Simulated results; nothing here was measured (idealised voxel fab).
Process module under the name voxel trench capacitor
Square cell edge 5 nm, section width 245 nm, ID cut.
Heads up, the way a cross-section reads in here is a grid of square cells, handed over as bands from the top down, with every band being one or more rows of cells.
Band: top and bottom heights (nm) first, top before bottom; then materials from left to right, widths in nm. "throughout" marks a sole material filling the band edge to edge. "air" denotes empty space.
For the purposes of this specification, 0 denotes the height below which the wafer in its as-received condition is composed wholly of one material, and the lowermost band, lacking a lower limit, extends downward without end, as expressed in "from 0 down".
When a width is written as two numbers, as in "30 to 40", the first number is the width in the top row of cells of the band and the second is the width in its bottom row, and the width changes by the same amount from each row to the next.
The designation "no alterations made", where it is given for a processing step, indicates that no cell of the cross-section was altered in the course of that step.
Heads up: "Sealed void listing" only lists the empty pockets with no open path to the top that are 8 cells or more, and it writes them as width x height at distance, distance from the left edge, in nm.
The remark found on a step's line after its settings is issued by the simulator itself and pertains to that step.
The "overlay nm" setting may appear on a step's line; for a step that uses a mask, it gives how far to the right of its planned position the mask lay, and a negative value indicates the left.
THESE ARE THE STEPS WE PLANNED FOR THE PROCESS
1. op RECEIVE | material Si
2. op CONFORMAL_DEP | material SiN | thk nm 10
3. op DIRECTIONAL_DEP | material aC | thk nm 10
4. op PATTERN | tone open | mask id TRENCH | material resist | width nm 15 | pitch nm 40 | thk nm 30 | overlay nm 0
5. op DIRECTIONAL_ETCH | etch materials aC | depth nm 10
6. op STRIP | etch materials resist
7. op DIRECTIONAL_ETCH | etch materials SiN | depth nm 10
8. op DIRECTIONAL_ETCH | etch materials Si | depth nm 35
9. op STRIP | etch materials aC
10. op CONFORMAL_DEP | material Al2O3 | thk nm 5
11. op FILL_DEP | material polySi | thk nm 10
12. op CMP | height nm 10
FIRST OUT OF TWO WAFERS; RUN WENT TO PLAN
AS RECEIVED, AFTER STEP 1
	from 0 down  Si throughout
	Sealed void listing: none
STEP 2 COMPLETE: CROSS-SECTION THROUGH THE WAFER
	from 10 to 0  SiN throughout
	Heights below 0 show no change.
STEP 3 COMPLETE: CROSS-SECTION THROUGH THE WAFER
	from 20 to 10  aC throughout
	Heights below 10 show no change.
STEP 4 COMPLETE: CROSS-SECTION THROUGH THE WAFER
	from 50 to 20  75 of resist; 15 of air; 25 of resist; 15 of air; 25 of resist; 15 of air; 75 of resist
	Heights below 20 show no change.
STEP 5 COMPLETE: CROSS-SECTION THROUGH THE WAFER
	from 40 to 20  75 of resist; 15 of air; 25 of resist; 15 of air; 25 of resist; 15 of air; 75 of resist
	from 20 to 10  75 of aC; 15 of air; 25 of aC; 15 of air; 25 of aC; 15 of air; 75 of aC
	Heights below 10 show no change.
STEP 6 COMPLETE: CROSS-SECTION THROUGH THE WAFER
	from 20 to 10  75 of aC; 15 of air; 25 of aC; 15 of air; 25 of aC; 15 of air; 75 of aC
	Heights below 10 show no change.
STEP 7 COMPLETE: CROSS-SECTION THROUGH THE WAFER
	from 20 to 10  75 of aC; 15 of air; 25 of aC; 15 of air; 25 of aC; 15 of air; 75 of aC
	from 10 to 0  75 of SiN; 15 of air; 25 of SiN; 15 of air; 25 of SiN; 15 of air; 75 of SiN
	Heights below 0 show no change.
STEP 8 COMPLETE: CROSS-SECTION THROUGH THE WAFER
	from 20 to 10  75 of aC; 15 of air; 25 of aC; 15 of air; 25 of aC; 15 of air; 75 of aC
	from 10 to 0  75 of SiN; 15 of air; 25 of SiN; 15 of air; 25 of SiN; 15 of air; 75 of SiN
	from 0 to -35  75 of Si; 15 of air; 25 of Si; 15 of air; 25 of Si; 15 of air; 75 of Si
	Heights below -35 show no change.
STEP 9 COMPLETE: CROSS-SECTION THROUGH THE WAFER
	from 10 to 0  75 of SiN; 15 of air; 25 of SiN; 15 of air; 25 of SiN; 15 of air; 75 of SiN
	Heights below 0 show no change.
STEP 10 COMPLETE: CROSS-SECTION THROUGH THE WAFER
	from 15 to 10  80 of Al2O3; 5 of air; 35 of Al2O3; 5 of air; 35 of Al2O3; 5 of air; 80 of Al2O3
	from 10 to 0  75 of SiN; 5 of Al2O3; 5 of air; 5 of Al2O3; 25 of SiN; 5 of Al2O3; 5 of air; 5 of Al2O3; 25 of SiN; 5 of Al2O3; 5 of air; 5 of Al2O3; 75 of SiN
	from 0 to -30  75 of Si; 5 of Al2O3; 5 of air; 5 of Al2O3; 25 of Si; 5 of Al2O3; 5 of air; 5 of Al2O3; 25 of Si; 5 of Al2O3; 5 of air; 5 of Al2O3; 75 of Si
	from -30 to -35  75 of Si; 15 of Al2O3; 25 of Si; 15 of Al2O3; 25 of Si; 15 of Al2O3; 75 of Si
	Heights below -35 show no change.
STEP 11 COMPLETE: CROSS-SECTION THROUGH THE WAFER
	from 25 to 15  polySi throughout
	from 15 to 10  80 of Al2O3; 5 of polySi; 35 of Al2O3; 5 of polySi; 35 of Al2O3; 5 of polySi; 80 of Al2O3
	from 10 to 0  75 of SiN; 5 of Al2O3; 5 of polySi; 5 of Al2O3; 25 of SiN; 5 of Al2O3; 5 of polySi; 5 of Al2O3; 25 of SiN; 5 of Al2O3; 5 of polySi; 5 of Al2O3; 75 of SiN
	from 0 to -30  75 of Si; 5 of Al2O3; 5 of polySi; 5 of Al2O3; 25 of Si; 5 of Al2O3; 5 of polySi; 5 of Al2O3; 25 of Si; 5 of Al2O3; 5 of polySi; 5 of Al2O3; 75 of Si
	Heights below -30 show no change.
STEP 12 COMPLETE: CROSS-SECTION THROUGH THE WAFER
	from 10 to 0  75 of SiN; 5 of Al2O3; 5 of polySi; 5 of Al2O3; 25 of SiN; 5 of Al2O3; 5 of polySi; 5 of Al2O3; 25 of SiN; 5 of Al2O3; 5 of polySi; 5 of Al2O3; 75 of SiN
	Heights below 0 show no change.
WAFER TWO. IDENTICAL START, IDENTICAL PLAN. ONE MISTAKE IN EXECUTION. IDENTICAL HISTORY THROUGH STEP 7
WHAT THE SECOND WAFER LOOKS LIKE IN CROSS-SECTION WHEN STEP 8 SHOULD HAVE WRAPPED UP
	from 20 to 10  75 of aC; 15 of air; 25 of aC; 15 of air; 25 of aC; 15 of air; 75 of aC
	from 10 to 0  75 of SiN; 15 of air; 25 of SiN; 15 of air; 25 of SiN; 15 of air; 75 of SiN
	from 0 to -30  75 of Si; 15 of air; 25 of Si; 15 of air; 25 of Si; 15 of air; 75 of Si
	Heights below -30 show no change.
WHAT THE SECOND WAFER LOOKS LIKE IN CROSS-SECTION WHEN STEP 9 SHOULD HAVE WRAPPED UP
	from 10 to 0  75 of SiN; 15 of air; 25 of SiN; 15 of air; 25 of SiN; 15 of air; 75 of SiN
	Heights below 0 show no change.
WHAT THE SECOND WAFER LOOKS LIKE IN CROSS-SECTION WHEN STEP 10 SHOULD HAVE WRAPPED UP
	from 15 to 10  80 of Al2O3; 5 of air; 35 of Al2O3; 5 of air; 35 of Al2O3; 5 of air; 80 of Al2O3
	from 10 to 0  75 of SiN; 5 of Al2O3; 5 of air; 5 of Al2O3; 25 of SiN; 5 of Al2O3; 5 of air; 5 of Al2O3; 25 of SiN; 5 of Al2O3; 5 of air; 5 of Al2O3; 75 of SiN
	from 0 to -25  75 of Si; 5 of Al2O3; 5 of air; 5 of Al2O3; 25 of Si; 5 of Al2O3; 5 of air; 5 of Al2O3; 25 of Si; 5 of Al2O3; 5 of air; 5 of Al2O3; 75 of Si
	from -25 to -30  75 of Si; 15 of Al2O3; 25 of Si; 15 of Al2O3; 25 of Si; 15 of Al2O3; 75 of Si
	Heights below -30 show no change.
WHAT THE SECOND WAFER LOOKS LIKE IN CROSS-SECTION WHEN STEP 11 SHOULD HAVE WRAPPED UP
	from 25 to 15  polySi throughout
	from 15 to 10  80 of Al2O3; 5 of polySi; 35 of Al2O3; 5 of polySi; 35 of Al2O3; 5 of polySi; 80 of Al2O3
	from 10 to 0  75 of SiN; 5 of Al2O3; 5 of polySi; 5 of Al2O3; 25 of SiN; 5 of Al2O3; 5 of polySi; 5 of Al2O3; 25 of SiN; 5 of Al2O3; 5 of polySi; 5 of Al2O3; 75 of SiN
	from 0 to -25  75 of Si; 5 of Al2O3; 5 of polySi; 5 of Al2O3; 25 of Si; 5 of Al2O3; 5 of polySi; 5 of Al2O3; 25 of Si; 5 of Al2O3; 5 of polySi; 5 of Al2O3; 75 of Si
	Heights below -25 show no change.
WHAT THE SECOND WAFER LOOKS LIKE IN CROSS-SECTION WHEN STEP 12 SHOULD HAVE WRAPPED UP
	from 10 to 0  75 of SiN; 5 of Al2O3; 5 of polySi; 5 of Al2O3; 25 of SiN; 5 of Al2O3; 5 of polySi; 5 of Al2O3; 25 of SiN; 5 of Al2O3; 5 of polySi; 5 of Al2O3; 75 of SiN
	Heights below 0 show no change.
In executing the process, a mistake was made relative to the plan: it should be noted that step 8 was executed with settings other than those planned, the operation and settings actually applied being op DIRECTIONAL_ETCH | etch materials Si | depth nm 30
At the finish, the second wafer shows more or fewer cells for some materials than the first does: -6 Al2O3; +9 Si; -3 polySi
